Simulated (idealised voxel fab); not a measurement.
The following is a process module called voxel self aligned contacts.
It is cross-section cut that appears here, measuring 245 nm in width, its square cells being 5 nm in size.
Bands, listed from the top down, are how a cross-section gets written in this document; the cross-section itself is a grid of square cells, and a band is one or more rows of them.
Heights first: top, then bottom, in nm. Then materials, left to right, each with a width in nm. "edge to edge" on a single material: fills the band edge to edge. "blank": empty space.
Heads up on the height convention: 0 is the point under which the incoming wafer is all one material, and the lowest band has no bottom, it just keeps going down, like "z 0 and below".
The notation "30..40" denotes a width that varies across the rows of cells in the band, beginning at the first number in the top row, finishing at the second number in the bottom row, and changing by an identical amount from each row to the next.
You'll sometimes find "no modifications" written for a step, and that's the way of saying that nowhere in the cross-section did a cell change during that step.
"Enclosed void listing": sealed empty spaces, 8 cells or more, no open way to top, listed width x height at distance, with distance from the left edge and width, height and distance in nm.
Note: text after step settings on the step line = simulator remark on that step.
You can add "overlay nm" to a step's line. For a step with a mask, it describes how far the mask lay to the right of its planned position, and a negative number describes a lay to the left.

These are the steps we planned for the process
1. RECEIVE [material Si]
2. OXIDIZE [depth nm 5]
3. DIRECTIONAL_DEP [material polySi] [thk nm 30]
4. DIRECTIONAL_DEP [material SiN] [thk nm 15]
5. MASKED_ETCH [tone cover] [mask id GATE] [width nm 35] [pitch nm 70] [etch materials SiN] [depth nm 15] [overlay nm 0]
6. MASKED_ETCH [tone cover] [mask id GATE] [width nm 35] [pitch nm 70] [etch materials polySi] [depth nm 30] [overlay nm 0]
7. CONFORMAL_DEP [material SiN] [thk nm 5]
8. DIRECTIONAL_ETCH [etch materials SiN] [depth nm 5]
9. FILL_DEP [material SiO2] [thk nm 15]
10. CMP [height nm 50]
11. DIRECTIONAL_DEP [material aC] [thk nm 15]
12. PATTERN [tone open] [mask id CONTACT] [material resist] [width nm 55] [pitch nm 70] [thk nm 35] [overlay nm 0]
13. DIRECTIONAL_ETCH [etch materials aC] [depth nm 15]
14. STRIP [etch materials resist]
15. DIRECTIONAL_ETCH [etch materials SiO2] [depth nm 55]
16. STRIP [etch materials aC]
17. CONFORMAL_DEP [material TiN] [thk nm 5]
18. FILL_DEP [material Ru] [thk nm 10]
19. CMP [height nm 50]
20. CONFORMAL_DEP [material SiCN] [thk nm 5]

Run as planned: first of two wafers

Cross-section of the wafer upon arrival, representing the state reached after step 1
    z 0 and below = Si edge to edge
    Enclosed void listing: none

After step 2
    z 0 to -5 = SiO2 edge to edge
    Nothing below the height -5 has changed.

After step 3
    z 30 to 0 = polySi edge to edge
    Nothing below the height 0 has changed.

After step 4
    z 45 to 30 = SiN edge to edge
    Nothing below the height 30 has changed.

After step 5
    z 45 to 30 = blank 35; SiN 35; blank 35; SiN 35; blank 35; SiN 35; blank 35
    Nothing below the height 30 has changed.

After step 6
    z 45 to 30 = blank 35; SiN 35; blank 35; SiN 35; blank 35; SiN 35; blank 35
    z 30 to 0 = blank 35; polySi 35; blank 35; polySi 35; blank 35; polySi 35; blank 35
    Nothing below the height 0 has changed.

After step 7
    z 50 to 30 = blank 30; SiN 45; blank 25; SiN 45; blank 25; SiN 45; blank 30
    z 30 to 5 = blank 30; SiN 5; polySi 35; SiN 5; blank 25; SiN 5; polySi 35; SiN 5; blank 25; SiN 5; polySi 35; SiN 5; blank 30
    z 5 to 0 = SiN 35; polySi 35; SiN 35; polySi 35; SiN 35; polySi 35; SiN 35
    Nothing below the height 0 has changed.

After step 8
    z 45 to 30 = blank 30; SiN 45; blank 25; SiN 45; blank 25; SiN 45; blank 30
    z 30 to 0 = blank 30; SiN 5; polySi 35; SiN 5; blank 25; SiN 5; polySi 35; SiN 5; blank 25; SiN 5; polySi 35; SiN 5; blank 30
    Nothing below the height 0 has changed.

After step 9
    z 60 to 45 = SiO2 edge to edge
    z 45 to 30 = SiO2 30; SiN 45; SiO2 25; SiN 45; SiO2 25; SiN 45; SiO2 30
    z 30 to 0 = SiO2 30; SiN 5; polySi 35; SiN 5; SiO2 25; SiN 5; polySi 35; SiN 5; SiO2 25; SiN 5; polySi 35; SiN 5; SiO2 30
    Nothing below the height 0 has changed.

After step 10
    z 50 to 45 = SiO2 edge to edge
    Nothing below the height 45 has changed.

After step 11
    z 65 to 50 = aC edge to edge
    Nothing below the height 50 has changed.

After step 12
    z 100 to 65 = resist 60; blank 55; resist 15; blank 55; resist 60
    Nothing below the height 65 has changed.

After step 13
    z 85 to 65 = resist 60; blank 55; resist 15; blank 55; resist 60
    z 65 to 50 = aC 60; blank 55; aC 15; blank 55; aC 60
    Nothing below the height 50 has changed.

After step 14
    z 65 to 50 = aC 60; blank 55; aC 15; blank 55; aC 60
    Nothing below the height 50 has changed.

After step 15
    z 65 to 50 = aC 60; blank 55; aC 15; blank 55; aC 60
    z 50 to 45 = SiO2 60; blank 55; SiO2 15; blank 55; SiO2 60
    z 45 to 30 = SiO2 30; SiN 45; blank 25; SiN 45; blank 25; SiN 45; SiO2 30
    z 30 to 0 = SiO2 30; SiN 5; polySi 35; SiN 5; blank 25; SiN 5; polySi 35; SiN 5; blank 25; SiN 5; polySi 35; SiN 5; SiO2 30
    z 0 to -5 = SiO2 75; blank 25; SiO2 45; blank 25; SiO2 75
    Nothing below the height -5 has changed.

After step 16
    z 50 to 45 = SiO2 60; blank 55; SiO2 15; blank 55; SiO2 60
    Nothing below the height 45 has changed.

After step 17
    z 55 to 50 = TiN 65; blank 45; TiN 25; blank 45; TiN 65
    z 50 to 45 = SiO2 60; TiN 20; blank 15; TiN 20; SiO2 15; TiN 20; blank 15; TiN 20; SiO2 60
    z 45 to 30 = SiO2 30; SiN 45; TiN 5; blank 15; TiN 5; SiN 45; TiN 5; blank 15; TiN 5; SiN 45; SiO2 30
    z 30 to 0 = SiO2 30; SiN 5; polySi 35; SiN 5; TiN 5; blank 15; TiN 5; SiN 5; polySi 35; SiN 5; TiN 5; blank 15; TiN 5; SiN 5; polySi 35; SiN 5; SiO2 30
    z 0 to -5 = SiO2 75; TiN 25; SiO2 45; TiN 25; SiO2 75
    Nothing below the height -5 has changed.

After step 18
    z 65 to 55 = Ru edge to edge
    z 55 to 50 = TiN 65; Ru 45; TiN 25; Ru 45; TiN 65
    z 50 to 45 = SiO2 60; TiN 20; Ru 15; TiN 20; SiO2 15; TiN 20; Ru 15; TiN 20; SiO2 60
    z 45 to 30 = SiO2 30; SiN 45; TiN 5; Ru 15; TiN 5; SiN 45; TiN 5; Ru 15; TiN 5; SiN 45; SiO2 30
    z 30 to 0 = SiO2 30; SiN 5; polySi 35; SiN 5; TiN 5; Ru 15; TiN 5; SiN 5; polySi 35; SiN 5; TiN 5; Ru 15; TiN 5; SiN 5; polySi 35; SiN 5; SiO2 30
    Nothing below the height 0 has changed.

After step 19
    z 50 to 45 = SiO2 60; TiN 20; Ru 15; TiN 20; SiO2 15; TiN 20; Ru 15; TiN 20; SiO2 60
    Nothing below the height 45 has changed.

After step 20
    z 55 to 50 = SiCN edge to edge
    Nothing below the height 50 has changed.

Second of two: same start, same plan, one run error; steps up to and including 11 match the first

Cross-section of the second wafer when, according to plan, step 12 should have finished
    z 100 to 65 = resist 55; blank 55; resist 15; blank 55; resist 65
    Nothing below the height 65 has changed.

Cross-section of the second wafer when, according to plan, step 13 should have finished
    z 85 to 65 = resist 55; blank 55; resist 15; blank 55; resist 65
    z 65 to 50 = aC 55; blank 55; aC 15; blank 55; aC 65
    Nothing below the height 50 has changed.

Cross-section of the second wafer when, according to plan, step 14 should have finished
    z 65 to 50 = aC 55; blank 55; aC 15; blank 55; aC 65
    Nothing below the height 50 has changed.

Cross-section of the second wafer when, according to plan, step 15 should have finished
    z 65 to 50 = aC 55; blank 55; aC 15; blank 55; aC 65
    z 50 to 45 = SiO2 55; blank 55; SiO2 15; blank 55; SiO2 65
    z 45 to 30 = SiO2 30; SiN 45; blank 25; SiN 45; blank 25; SiN 45; SiO2 30
    z 30 to 0 = SiO2 30; SiN 5; polySi 35; SiN 5; blank 25; SiN 5; polySi 35; SiN 5; blank 25; SiN 5; polySi 35; SiN 5; SiO2 30
    z 0 to -5 = SiO2 75; blank 25; SiO2 45; blank 25; SiO2 75
    Nothing below the height -5 has changed.

Cross-section of the second wafer when, according to plan, step 16 should have finished
    z 50 to 45 = SiO2 55; blank 55; SiO2 15; blank 55; SiO2 65
    Nothing below the height 45 has changed.

Cross-section of the second wafer when, according to plan, step 17 should have finished
    z 55 to 50 = TiN 60; blank 45; TiN 25; blank 45; TiN 70
    z 50 to 45 = SiO2 55; TiN 25; blank 15; TiN 15; SiO2 15; TiN 25; blank 15; TiN 15; SiO2 65
    z 45 to 30 = SiO2 30; SiN 45; TiN 5; blank 15; TiN 5; SiN 45; TiN 5; blank 15; TiN 5; SiN 45; SiO2 30
    z 30 to 0 = SiO2 30; SiN 5; polySi 35; SiN 5; TiN 5; blank 15; TiN 5; SiN 5; polySi 35; SiN 5; TiN 5; blank 15; TiN 5; SiN 5; polySi 35; SiN 5; SiO2 30
    z 0 to -5 = SiO2 75; TiN 25; SiO2 45; TiN 25; SiO2 75
    Nothing below the height -5 has changed.

Cross-section of the second wafer when, according to plan, step 18 should have finished
    z 65 to 55 = Ru edge to edge
    z 55 to 50 = TiN 60; Ru 45; TiN 25; Ru 45; TiN 70
    z 50 to 45 = SiO2 55; TiN 25; Ru 15; TiN 15; SiO2 15; TiN 25; Ru 15; TiN 15; SiO2 65
    z 45 to 30 = SiO2 30; SiN 45; TiN 5; Ru 15; TiN 5; SiN 45; TiN 5; Ru 15; TiN 5; SiN 45; SiO2 30
    z 30 to 0 = SiO2 30; SiN 5; polySi 35; SiN 5; TiN 5; Ru 15; TiN 5; SiN 5; polySi 35; SiN 5; TiN 5; Ru 15; TiN 5; SiN 5; polySi 35; SiN 5; SiO2 30
    Nothing below the height 0 has changed.

Cross-section of the second wafer when, according to plan, step 19 should have finished
    z 50 to 45 = SiO2 55; TiN 25; Ru 15; TiN 15; SiO2 15; TiN 25; Ru 15; TiN 15; SiO2 65
    Nothing below the height 45 has changed.

Cross-section of the second wafer when, according to plan, step 20 should have finished
    z 55 to 50 = SiCN edge to edge
    Nothing below the height 50 has changed.
Heads up, the wafer didn't run the way we planned it: it should be noted that step 12 was executed with settings other than those planned, the operation and settings actually applied being PATTERN [tone open] [mask id CONTACT] [material resist] [width nm 55] [pitch nm 70] [thk nm 35] [overlay nm -5]
Final wafers compared: equal cell tally per material, rearranged layout.
